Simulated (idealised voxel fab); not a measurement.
The name of this process module is voxel self aligned contacts.
Displayed cross-section: cut, width of 285 nm, square cells sized 5 nm.
Cross-section layout: square cells on a grid; listed as bands, top to bottom; a band spans one or more cell rows. Band: top and bottom heights (nm) first, top before bottom; then materials from left to right, widths in nm. "everywhere" marks a sole material filling the band edge to edge. "air" denotes empty space. Height 0 is the level under which the wafer as received is all one material. The lowest band goes on downwards, as in "0 down". Width: "30..40" (first number = top row, second number = bottom row, same change from row to row of cells). You'll sometimes find "nothing got changed" written for a step, and that's the way of saying that nowhere in the cross-section did a cell change during that step. "Unvented voids" contains a list of empty spaces, each no smaller than 8 cells and without an open way to the top, written in the form width x height at distance with the distance from the left edge and all three in nm. On each step's line, the part that comes after the settings is the simulator's own comment on the step. overlay nm: mask right of planned place by this much (step with mask). Neg. = left.

[Process steps foreseen in the plan]
| 1 | RECEIVE: material Si |
| 2 | OXIDIZE: depth nm 5 |
| 3 | DIRECTIONAL_DEP: material polySi, thk nm 20 |
| 4 | DIRECTIONAL_DEP: material SiN, thk nm 20 |
| 5 | MASKED_ETCH: tone cover, mask id GATE, width nm 35, pitch nm 80, etch materials SiN, depth nm 20, overlay nm 0 |
| 6 | MASKED_ETCH: tone cover, mask id GATE, width nm 35, pitch nm 80, etch materials polySi, depth nm 20, overlay nm 0 |
| 7 | CONFORMAL_DEP: material SiN, thk nm 10 |
| 8 | DIRECTIONAL_ETCH: etch materials SiN, depth nm 10 |
| 9 | FILL_DEP: material SiO2, thk nm 15 |
| 10 | CMP: height nm 45 |
| 11 | PATTERN: tone open, mask id CONTACT, material resist, width nm 65, thk nm 20, overlay nm 0 |
| 12 | DIRECTIONAL_ETCH: etch materials SiO2, depth nm 50 |
| 13 | STRIP: etch materials resist |
| 14 | CONFORMAL_DEP: material TiN, thk nm 5 |
| 15 | FILL_DEP: material Ru, thk nm 10 |
| 16 | CMP: height nm 45 |
| 17 | CONFORMAL_DEP: material SiCN, thk nm 5 |

[Cross-section, incoming material, after step 1]
    0 down | Si everywhere
    Unvented voids: none

[first wafer at the end, as planned]
    50 to 45 | SiCN everywhere
    45 to 40 | 110 of SiO2 / 25 of TiN / 15 of Ru / 25 of TiN / 110 of SiO2
    40 to 20 | 75 of SiO2 / 55 of SiN / 5 of TiN / 15 of Ru / 5 of TiN / 55 of SiN / 75 of SiO2
    20 to 0 | 75 of SiO2 / 10 of SiN / 35 of polySi / 10 of SiN / 5 of TiN / 15 of Ru / 5 of TiN / 10 of SiN / 35 of polySi / 10 of SiN / 75 of SiO2
    0 to -5 | 130 of SiO2 / 25 of TiN / 130 of SiO2
    -5 down | Si everywhere
    Unvented voids: none

[What the second wafer looks like in cross-section once the module is done. Its start and its plan matched the first wafer's exactly; what differed was one mistake in how it was run]
    50 to 45 | SiCN everywhere
    45 to 40 | 105 of SiO2 / 30 of TiN / 15 of Ru / 20 of TiN / 115 of SiO2
    40 to 20 | 75 of SiO2 / 55 of SiN / 5 of TiN / 15 of Ru / 5 of TiN / 55 of SiN / 75 of SiO2
    20 to 0 | 75 of SiO2 / 10 of SiN / 35 of polySi / 10 of SiN / 5 of TiN / 15 of Ru / 5 of TiN / 10 of SiN / 35 of polySi / 10 of SiN / 75 of SiO2
    0 to -5 | 130 of SiO2 / 25 of TiN / 130 of SiO2
    -5 down | Si everywhere
    Unvented voids: none
Want to know what went wrong? so step 11 ended up running with a different setting than we planned, it ran as PATTERN: tone open, mask id CONTACT, material resist, width nm 65, thk nm 20, overlay nm -5
If you tally the cells, the second wafer ends up with the same amount of every material as the first; it's all just sitting in different places.
